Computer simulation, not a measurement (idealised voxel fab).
The name of this process module is voxel air gaps.
We display cut, a cross-section 210 nm in width whose square cells are each 5 nm.
This document writes a cross-section as a grid whose cells are square, and gives it as bands, listed from the top down; one or more rows of cells form a band.
The band entry comprises the height of the band's top followed by the height of its bottom, expressed in nm, and subsequently the band's materials from left to right, each stated together with its width in nm. Where a single material is marked with the word "throughout", that material fills the band from edge to edge. The word "blank" represents empty space.
Where do heights start? At 0: under that level the wafer as delivered is made of one material only. And the lowest band has no floor; it just carries on downward, as in "0 -> down".
Width "30->40": first value at the band's top row of cells, second value at its bottom row, equal change from row to row.
When a step is marked "everything unchanged", none of the cells in the cross-section changed during that step.
The list in "Closed void roster" covers empty spaces of 8 cells or more that cannot reach the top through any open way, and it gives each as width x height at distance; the distance is from the left edge, and width, height and distance are in nm.
That trailing text on a step's line, after the settings, is the simulator's own remark on the step.
What "overlay nm" on a step's line means: if the step has a mask, that mask lay this far to the right of its planned place, or, when the value is negative, to the left.

-- Planned process steps
| 1 | RECEIVE [material Si] |
| 2 | CONFORMAL_DEP [material SiO2] [thk nm 10] |
| 3 | CONFORMAL_DEP [material SiN] [thk nm 5] |
| 4 | DIRECTIONAL_DEP [material SiO2] [thk nm 35] |
| 5 | MASKED_ETCH [tone open] [mask id LINES] [width nm 15] [pitch nm 40] [etch materials SiO2] [depth nm 35] [overlay nm 0] |
| 6 | CONFORMAL_DEP [material TiN] [thk nm 5] |
| 7 | FILL_DEP [material Cu] [thk nm 5] |
| 8 | CMP [height nm 50] |
| 9 | EPI [material Ru] [thk nm 10] |
| 10 | SELECTIVE_ETCH [etch materials SiO2] [depth nm 45] |
| 11 | CONFORMAL_DEP [material SiCN] [thk nm 5] |

-- Incoming wafer, cross-sectional view, post step 1
* 0 -> down: Si throughout
* Closed void roster: none

-- Cross-section at module end, one run error; start and plan unchanged from above
* 75 -> 70: blank 30, then SiCN 145, then blank 35
* 70 -> 50: blank 30, then SiCN 5, then Ru 135, then SiCN 5, then blank 35
* 50 -> 45: blank 30, then SiCN 25, then TiN 5, then Cu 5, then TiN 5, then SiO2 25, then TiN 5, then Cu 5, then TiN 5, then SiO2 25, then TiN 5, then Cu 5, then TiN 5, then SiCN 25, then blank 35
* 45 -> 20: blank 50, then SiCN 5, then TiN 5, then Cu 5, then TiN 5, then SiO2 25, then TiN 5, then Cu 5, then TiN 5, then SiO2 25, then TiN 5, then Cu 5, then TiN 5, then SiCN 5, then blank 55
* 20 -> 15: SiCN 55, then TiN 15, then SiO2 25, then TiN 15, then SiO2 25, then TiN 15, then SiCN 60
* 15 -> 10: SiN throughout
* 10 -> 0: SiO2 throughout
* 0 -> down: Si throughout
* Closed void roster: none
Misprocessing identified: step 9 was run twice
